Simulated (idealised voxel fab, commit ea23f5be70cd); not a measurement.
voxel gate over fins: a process module
Cross-sectional view cut (width: 155 nm; square cell size: 5 nm).
Throughout this document, each cross-section is represented as a grid of square cells and is presented as a sequence of bands enumerated from the top downward, where a band comprises one or more rows of cells. Heights first: top, then bottom, in nm. Then materials, left to right, each with a width in nm. "all across" on a single material: fills the band edge to edge. "blank": empty space. Convention: height 0 is the level below which the wafer, as received, is all one material. The lowest band does not terminate at the bottom but continues downward, represented as "from 0 down". Top row gets the first number, bottom row gets the second, and each row in between changes by the same step: that is how a band width like "30..40" works. The cross-section has no changed cell in any step marked "no modifications". "Closed-off voids" lists enclosed empty spaces (at least 8 cells, no open path upward to the top), each as width x height at distance from the left edge, in nm. Post-settings text on a step line: simulator's own remark regarding the step. You can add "overlay nm" to a step's line. For a step with a mask, it describes how far the mask lay to the right of its planned position, and a negative number describes a lay to the left.

The steps planned for the process are as follows:
1 RECEIVE | material Si
2 CONFORMAL_DEP | material SiN | thk nm 5
3 PATTERN | tone cover | mask id FINS | material resist | width nm 15 | pitch nm 35 | thk nm 15 | overlay nm 0
4 DIRECTIONAL_ETCH | etch materials SiN | depth nm 5
5 DIRECTIONAL_ETCH | etch materials Si | depth nm 30
6 STRIP | etch materials resist
7 OXIDIZE | depth nm 5
8 FILL_DEP | material SiO2 | thk nm 15
9 CMP | height nm 5
10 SELECTIVE_ETCH | etch materials SiO2 | depth nm 15
11 STRIP | etch materials SiN
12 CONFORMAL_DEP | material HfO2 | thk nm 5
13 CONFORMAL_DEP | material TiN | thk nm 5
14 FILL_DEP | material W | thk nm 10
15 CMP | height nm 15
16 CONFORMAL_DEP | material SiCN | thk nm 10

Step 1 complete: cross-section of the wafer as received:
* from 0 down | Si all across
* Closed-off voids: none

Same starting wafer, same plan as above, one mistake in the execution; this is the cross-section at the end of the module:
* from 25 to 15 | SiCN all across
* from 15 to 10 | W all across
* from 10 to 5 | W=45 / TiN=25 / W=10 / TiN=25 / W=50
* from 5 to 0 | W=45 / TiN=5 / HfO2=15 / TiN=5 / W=10 / TiN=5 / HfO2=15 / TiN=5 / W=50
* from 0 to -15 | W=45 / TiN=5 / HfO2=5 / Si=5 / HfO2=5 / TiN=5 / W=10 / TiN=5 / HfO2=5 / Si=5 / HfO2=5 / TiN=5 / W=50
* from -15 to -20 | TiN=50 / HfO2=5 / Si=5 / HfO2=5 / TiN=20 / HfO2=5 / Si=5 / HfO2=5 / TiN=55
* from -20 to -25 | HfO2=55 / Si=5 / HfO2=30 / Si=5 / HfO2=60
* from -25 to -35 | SiO2=55 / Si=5 / SiO2=30 / Si=5 / SiO2=60
* from -35 down | Si all across
* Closed-off voids: none
In executing the process, a mistake was made relative to the plan: twice, step 10 of the plan was run
